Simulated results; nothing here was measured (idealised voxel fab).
A process module follows: voxel gate over fins.
The width of the displayed cross-section, cut, is 290 nm; its cells are square, with a size of 5 nm.
How to read a cross-section here: the picture is a grid of square cells, written as bands going from the top down, and any band can span one or more rows of cells. Basically the band line says how high the top is and how high the bottom is, in nm, and then what's in it from left to right, every material with its width in nm. Empty space shows up as "air", and if a single material carries "full width" it runs the full band edge to edge. A quick word on heights: they are counted from 0, and under that level the wafer as it came to us is one material throughout. The lowest band is different from the rest in having no bottom; it simply continues downward, written as in "0 down". A width such as "30..40" changes by the same amount from each row of cells to the next, from the band's top row to its bottom row. "no change" means the step left every cell of the cross-section as it was. "Cavities, sealed" lists enclosed empty spaces (at least 8 cells, no open path upward to the top), each as width x height at distance from the left edge, in nm. Text after the settings on a step's line: the simulator's own remark on that step. The setting "overlay nm" may be written on the line of a step. When the step uses a mask, the value reports how far to the right of the planned place the mask lay, and a negative value reports that it lay to the left.
Intended process steps:
1. RECEIVE with material Si
2. CONFORMAL_DEP with material SiN, thk nm 10
3. DIRECTIONAL_DEP with material aC, thk nm 10
4. PATTERN with tone cover, mask id FINS, material resist, width nm 15, pitch nm 45, thk nm 30, overlay nm 0
5. DIRECTIONAL_ETCH with etch materials aC, depth nm 10
6. STRIP with etch materials resist
7. DIRECTIONAL_ETCH with etch materials SiN, depth nm 10
8. DIRECTIONAL_ETCH with etch materials Si, depth nm 40
9. STRIP with etch materials aC
10. OXIDIZE with depth nm 5
11. FILL_DEP with material SiO2, thk nm 5
12. CMP with height nm 10
13. SELECTIVE_ETCH with etch materials SiO2, depth nm 25
14. STRIP with etch materials SiN
15. CONFORMAL_DEP with material HfO2, thk nm 5
16. CONFORMAL_DEP with material TiN, thk nm 5
17. CONFORMAL_DEP with material TiAl, thk nm 5
18. CONFORMAL_DEP with material TiN, thk nm 5
19. FILL_DEP with material W, thk nm 10
20. CMP with height nm 25
21. CONFORMAL_DEP with material SiN, thk nm 5
Step 1 complete: cross-section of the wafer as received:
> 0 down  Si full width
> Cavities, sealed: none
Cross-section taken at module completion on the first of two wafers; processed per the plan:
> 30 to 25  SiN full width
> 25 to 20  W full width
> 20 to 15  W (75), TiN (135), W (80)
> 15 to 10  W (75), TiN (5), TiAl (35), TiN (10), TiAl (35), TiN (10), TiAl (35), TiN (5), W (80)
> 10 to 5  W (75), TiN (5), TiAl (5), TiN (25), TiAl (5), TiN (10), TiAl (5), TiN (25), TiAl (5), TiN (10), TiAl (5), TiN (25), TiAl (5), TiN (5), W (80)
> 5 to 0  TiN (80), TiAl (5), TiN (5), HfO2 (15), TiN (5), TiAl (5), TiN (10), TiAl (5), TiN (5), HfO2 (15), TiN (5), TiAl (5), TiN (10), TiAl (5), TiN (5), HfO2 (15), TiN (5), TiAl (5), TiN (85)
> 0 to -5  TiAl (85), TiN (5), HfO2 (5), Si (5), HfO2 (5), TiN (5), TiAl (20), TiN (5), HfO2 (5), Si (5), HfO2 (5), TiN (5), TiAl (20), TiN (5), HfO2 (5), Si (5), HfO2 (5), TiN (5), TiAl (90)
> -5 to -10  TiN (90), HfO2 (5), Si (5), HfO2 (5), TiN (30), HfO2 (5), Si (5), HfO2 (5), TiN (30), HfO2 (5), Si (5), HfO2 (5), TiN (95)
> -10 to -15  HfO2 (95), Si (5), HfO2 (40), Si (5), HfO2 (40), Si (5), HfO2 (100)
> -15 to -45  SiO2 (95), Si (5), SiO2 (40), Si (5), SiO2 (40), Si (5), SiO2 (100)
> -45 down  Si full width
> Cavities, sealed: none
Cross-section, second wafer: same start as the first, same plan as the first, one mistake in running it; taken at the end of the module:
> 30 to 25  SiN full width
> 25 to 20  W full width
> 20 to 15  TiN full width
> 15 to 10  TiAl full width
> 10 to 5  TiN (95), TiAl (5), TiN (40), TiAl (5), TiN (40), TiAl (5), TiN (100)
> 5 to 0  HfO2 (90), TiN (5), TiAl (5), TiN (5), HfO2 (30), TiN (5), TiAl (5), TiN (5), HfO2 (30), TiN (5), TiAl (5), TiN (5), HfO2 (95)
> 0 to -5  Si (85), HfO2 (5), TiN (5), TiAl (5), TiN (5), HfO2 (5), Si (20), HfO2 (5), TiN (5), TiAl (5), TiN (5), HfO2 (5), Si (20), HfO2 (5), TiN (5), TiAl (5), TiN (5), HfO2 (5), Si (90)
> -5 to -10  Si (85), HfO2 (5), TiN (15), HfO2 (5), Si (20), HfO2 (5), TiN (15), HfO2 (5), Si (20), HfO2 (5), TiN (15), HfO2 (5), Si (90)
> -10 to -15  Si (85), HfO2 (25), Si (20), HfO2 (25), Si (20), HfO2 (25), Si (90)
> -15 to -45  Si (85), SiO2 (25), Si (20), SiO2 (25), Si (20), SiO2 (25), Si (90)
> -45 down  Si full width
> Cavities, sealed: none
Heads up, the wafer didn't run the way we planned it: step 4: run off-plan, actual operation and settings PATTERN with tone open, mask id FINS, material resist, width nm 15, pitch nm 45, thk nm 30, overlay nm 0
Final tally in cells, some materials are higher or lower on the second wafer than on the first: +360 Si; -240 SiO2; -9 TiAl; -18 TiN; -93 W
